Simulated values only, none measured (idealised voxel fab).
process module | voxel transistor to metal
cross-section cut | 160 nm wide | cells 5 nm
A cross-section is a grid of square cells, given in bands from the top down. A band is one or more rows of cells.
Each band's line starts with the height of the band's top and of its bottom, in nm. Then come its materials from left to right, each with its width in nm. One material with "throughout" fills the band from edge to edge. "air" is empty space.
Height 0 is the level under which the wafer as received is all one material. The lowest band goes on downwards, as in "0 down".
A width such as "30 to 40" changes by the same amount from each row of cells to the next, from the band's top row to its bottom row.
"no change" after a step means that no cell of the cross-section changed.
closed voids: empty space of 8 cells or more with no open way to the top, each as width x height at its distance from the left edge, in nm
after a step's settings: what the simulator itself notes on the step
overlay nm, on a step with a mask: how far to the right of its planned place the mask lay; to the left if negative
plan
1 op RECEIVE | material Si
2 op OXIDIZE | depth nm 5
3 op CONFORMAL_DEP | material SiN | thk nm 10
4 op PATTERN | tone cover | mask id ACTIVE | material resist | width nm 100 | thk nm 20 | overlay nm 0
5 op DIRECTIONAL_ETCH | etch materials SiN | depth nm 10
6 op DIRECTIONAL_ETCH | etch materials SiO2 | depth nm 5
7 op DIRECTIONAL_ETCH | etch materials Si | depth nm 30
8 op STRIP | etch materials resist
9 op OXIDIZE | depth nm 5
10 op FILL_DEP | material SiO2 | thk nm 5
11 op CMP | height nm 10
12 op SELECTIVE_ETCH | etch materials SiO2 | depth nm 5
13 op STRIP | etch materials SiN
14 op SELECTIVE_ETCH | etch materials SiO2 | depth nm 5
15 op OXIDIZE | depth nm 5
16 op DIRECTIONAL_DEP | material polySi | thk nm 25
17 op DIRECTIONAL_DEP | material SiCN | thk nm 15
18 op MASKED_ETCH | tone cover | mask id GATE | width nm 20 | etch materials SiCN | depth nm 25 | overlay nm 0
19 op MASKED_ETCH | tone cover | mask id GATE | width nm 20 | etch materials polySi | depth nm 35 | overlay nm 0
20 op CONFORMAL_DEP | material SiN | thk nm 5
21 op DIRECTIONAL_ETCH | etch materials SiN | depth nm 5
22 op DIRECTIONAL_ETCH | etch materials SiO2 | depth nm 5
23 op EPI | material nSi | thk nm 5
24 op FILL_DEP | material SiO2 | thk nm 5
25 op CMP | height nm 35
26 op DIRECTIONAL_DEP | material SiO2 | thk nm 15
27 op PATTERN | tone open | mask id CONTACT | material resist | width nm 20 | pitch nm 70 | thk nm 20 | overlay nm 0
28 op DIRECTIONAL_ETCH | etch materials SiO2 | depth nm 55
29 op STRIP | etch materials resist
30 op CONFORMAL_DEP | material TiN | thk nm 5
31 op FILL_DEP | material W | thk nm 10
32 op CMP | height nm 50
33 op CONFORMAL_DEP | material SiN | thk nm 5
34 op DIRECTIONAL_DEP | material lowk | thk nm 20
35 op PATTERN | tone open | mask id METAL_1 | material resist | width nm 20 | pitch nm 70 | thk nm 15 | overlay nm 0
36 op DIRECTIONAL_ETCH | etch materials lowk | depth nm 20
37 op DIRECTIONAL_ETCH | etch materials SiN | depth nm 5
38 op STRIP | etch materials resist
39 op CONFORMAL_DEP | material TiN | thk nm 5
40 op FILL_DEP | material Ru | thk nm 10
41 op CMP | height nm 75
42 op CONFORMAL_DEP | material SiCN | thk nm 5
43 op DIRECTIONAL_DEP | material lowk | thk nm 25
44 op DIRECTIONAL_DEP | material aC | thk nm 15
45 op PATTERN | tone open | mask id METAL_2_HOLES | material resist | width nm 15 | pitch nm 70 | thk nm 35 | overlay nm 0
46 op DIRECTIONAL_ETCH | etch materials aC | depth nm 15
47 op STRIP | etch materials resist
48 op DIRECTIONAL_ETCH | etch materials lowk | depth nm 25
49 op STRIP | etch materials aC
50 op PATTERN | tone open | mask id METAL_2 | material resist | width nm 20 | pitch nm 70 | thk nm 15 | overlay nm 0
51 op DIRECTIONAL_ETCH | etch materials lowk | depth nm 15
52 op DIRECTIONAL_ETCH | etch materials SiCN | depth nm 5
53 op STRIP | etch materials resist
54 op CONFORMAL_DEP | material TiN | thk nm 5
55 op FILL_DEP | material Cu | thk nm 10
56 op CMP | height nm 105
57 op CONFORMAL_DEP | material SiCN | thk nm 5
as received, after step 1
  0 down: Si throughout
  closed voids: none
first wafer at the end, as planned
  110 to 105: SiCN throughout
  105 to 95: lowk 35 | TiN 5 | Cu 10 | TiN 5 | lowk 50 | TiN 5 | Cu 10 | TiN 5 | lowk 35
  95 to 90: lowk 35 | TiN 5 | Cu 5 | TiN 10 | lowk 50 | TiN 5 | Cu 5 | TiN 10 | lowk 35
  90 to 80: lowk 35 | TiN 5 | Cu 5 | TiN 5 | lowk 55 | TiN 5 | Cu 5 | TiN 5 | lowk 40
  80 to 75: SiCN 35 | TiN 15 | SiCN 55 | TiN 15 | SiCN 40
  75 to 55: lowk 35 | TiN 5 | Ru 10 | TiN 5 | lowk 50 | TiN 5 | Ru 10 | TiN 5 | lowk 35
  55 to 50: SiN 35 | TiN 20 | SiN 50 | TiN 20 | SiN 35
  50 to 35: SiO2 35 | TiN 5 | W 10 | TiN 5 | SiO2 50 | TiN 5 | W 10 | TiN 5 | SiO2 35
  35 to 20: SiO2 35 | TiN 5 | W 10 | TiN 5 | SiO2 10 | SiN 5 | SiCN 20 | SiN 5 | SiO2 10 | TiN 5 | W 10 | TiN 5 | SiO2 35
  20 to 0: SiO2 35 | TiN 5 | W 10 | TiN 5 | SiO2 10 | SiN 5 | polySi 20 | SiN 5 | SiO2 10 | TiN 5 | W 10 | TiN 5 | SiO2 35
  0 to -5: SiO2 25 | SiN 5 | SiO2 5 | TiN 20 | SiO2 10 | SiN 5 | polySi 20 | SiN 5 | SiO2 10 | TiN 20 | SiO2 5 | SiN 5 | SiO2 25
  -5 to -10: SiO2 30 | nSi 35 | SiO2 30 | nSi 35 | SiO2 30
  -10 to -40: SiO2 35 | Si 90 | SiO2 35
  -40 down: Si throughout
  closed voids: none
second wafer at the end: like start, like plan, one mistake
  110 to 105: SiCN throughout
  105 to 95: lowk 35 | TiN 5 | Cu 10 | TiN 5 | lowk 50 | TiN 5 | Cu 10 | TiN 5 | lowk 35
  95 to 90: lowk 35 | TiN 5 | Cu 5 | TiN 10 | lowk 50 | TiN 5 | Cu 5 | TiN 10 | lowk 35
  90 to 80: lowk 35 | TiN 5 | Cu 5 | TiN 5 | lowk 55 | TiN 5 | Cu 5 | TiN 5 | lowk 40
  80 to 75: SiCN 35 | TiN 15 | SiCN 55 | TiN 15 | SiCN 40
  75 to 55: lowk 35 | TiN 5 | Ru 10 | TiN 5 | lowk 50 | TiN 5 | Ru 10 | TiN 5 | lowk 35
  55 to 50: SiN 35 | TiN 20 | SiN 50 | TiN 20 | SiN 35
  50 to 35: SiO2 35 | TiN 5 | W 10 | TiN 5 | SiO2 50 | TiN 5 | W 10 | TiN 5 | SiO2 35
  35 to 25: SiO2 35 | TiN 5 | W 10 | TiN 5 | SiO2 10 | SiN 5 | SiCN 20 | SiN 5 | SiO2 10 | TiN 5 | W 10 | TiN 5 | SiO2 35
  25 to 5: SiO2 35 | TiN 5 | W 10 | TiN 5 | SiO2 10 | SiN 5 | polySi 20 | SiN 5 | SiO2 10 | TiN 5 | W 10 | TiN 5 | SiO2 35
  5 to 0: SiO2 35 | TiN 20 | SiO2 10 | SiN 5 | polySi 20 | SiN 5 | SiO2 10 | TiN 20 | SiO2 35
  0 to -5: SiO2 30 | nSi 35 | SiO2 30 | nSi 35 | SiO2 30
  -5 to -40: SiO2 35 | Si 90 | SiO2 35
  -40 down: Si throughout
  closed voids: none
what went wrong: steps 13 and 14 were swapped
at the end the second wafer has, in cells: 18 more of Si | 4 fewer of SiCN | 4 fewer of SiN | 2 fewer of SiO2 | 4 fewer of TiN | 4 fewer of W
